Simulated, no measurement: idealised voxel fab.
Proc. module: voxel self aligned contacts
Cross-sectional view cut (width: 170 nm; square cell size: 5 nm).
We lay out every cross-section as a grid of square cells and spell it out in bands from the top down, where one band means one or more rows of cells. Heads up on the band format: heights come first, top then bottom, in nm. After that it's the materials left to right, each with its width in nm. A single material flagged "throughout" fills the whole band edge to edge, and "blank" means there's empty space there. Beneath 0, the wafer as received is one material, and that level is where height counting begins. The lowest band goes on downward without a bottom; it is written like "0 down". The expression "30..40" gives the width at the extremes of the band, the first number at its top row of cells and the second at its bottom row, with the width changing by equal amounts from each row to the next in between. "all unchanged" means the step left every cell of the cross-section as it was. For the entry "Closed cavities", the listed items are empty spaces with no open way to the top whose size is 8 cells or more; each item follows the pattern width x height at distance, where distance is from the left edge and all three are in nm. Heads up: the bit after the settings on a step's line is the simulator's remark on that step. "overlay nm" answers the question of how far to the right of plan the mask lay on a step that has a mask, and when it is negative the answer is to the left.

The planned process steps are enumerated hereunder:
| 1 | RECEIVE [material Si] |
| 2 | OXIDIZE [depth nm 5] |
| 3 | DIRECTIONAL_DEP [material polySi] [thk nm 25] |
| 4 | DIRECTIONAL_DEP [material SiN] [thk nm 20] |
| 5 | DIRECTIONAL_DEP [material aC] [thk nm 10] |
| 6 | PATTERN [tone cover] [mask id GATE] [material resist] [width nm 30] [pitch nm 65] [thk nm 30] [overlay nm 0] |
| 7 | DIRECTIONAL_ETCH [etch materials aC] [depth nm 10] |
| 8 | STRIP [etch materials resist] |
| 9 | DIRECTIONAL_ETCH [etch materials SiN] [depth nm 20] |
| 10 | DIRECTIONAL_ETCH [etch materials polySi] [depth nm 25] |
| 11 | STRIP [etch materials aC] |
| 12 | CONFORMAL_DEP [material SiN] [thk nm 10] |
| 13 | DIRECTIONAL_ETCH [etch materials SiN] [depth nm 10] |
| 14 | FILL_DEP [material SiO2] [thk nm 20] |
| 15 | CMP [height nm 55] |
| 16 | DIRECTIONAL_DEP [material aC] [thk nm 10] |
| 17 | PATTERN [tone open] [mask id CONTACT] [material resist] [width nm 45] [thk nm 25] [overlay nm 0] |
| 18 | DIRECTIONAL_ETCH [etch materials aC] [depth nm 10] |
| 19 | STRIP [etch materials resist] |
| 20 | DIRECTIONAL_ETCH [etch materials SiO2] [depth nm 60] |
| 21 | STRIP [etch materials aC] |
| 22 | CONFORMAL_DEP [material TiN] [thk nm 5] |
| 23 | FILL_DEP [material Ru] [thk nm 10] |
| 24 | CMP [height nm 55] |
| 25 | CONFORMAL_DEP [material SiCN] [thk nm 5] |

as received, after step 1:
    0 down = Si throughout
    Closed cavities: none

Starting wafer: above. Plan: above. Run: one mistake. Cross-section after the module: below:
    65 to 60 = SiCN throughout
    60 to 55 = TiN (65), Ru (35), TiN (70)
    55 to 45 = SiO2 (60), TiN (5..20), Ru (35..5), TiN (5..20), SiO2 (65)
    45 to 25 = SiO2 (25), SiN (50), TiN (5), Ru (5), TiN (5), SiN (50), SiO2 (30)
    25 to 0 = SiO2 (25), SiN (10), polySi (30), SiN (10), TiN (5), Ru (5), TiN (5), SiN (10), polySi (30), SiN (10), SiO2 (30)
    0 to -5 = SiO2 (75), TiN (15), SiO2 (80)
    -5 down = Si throughout
    Closed cavities: none
So what did we get wrong on this run? step 24: run off-plan, actual operation and settings CMP [height nm 60]
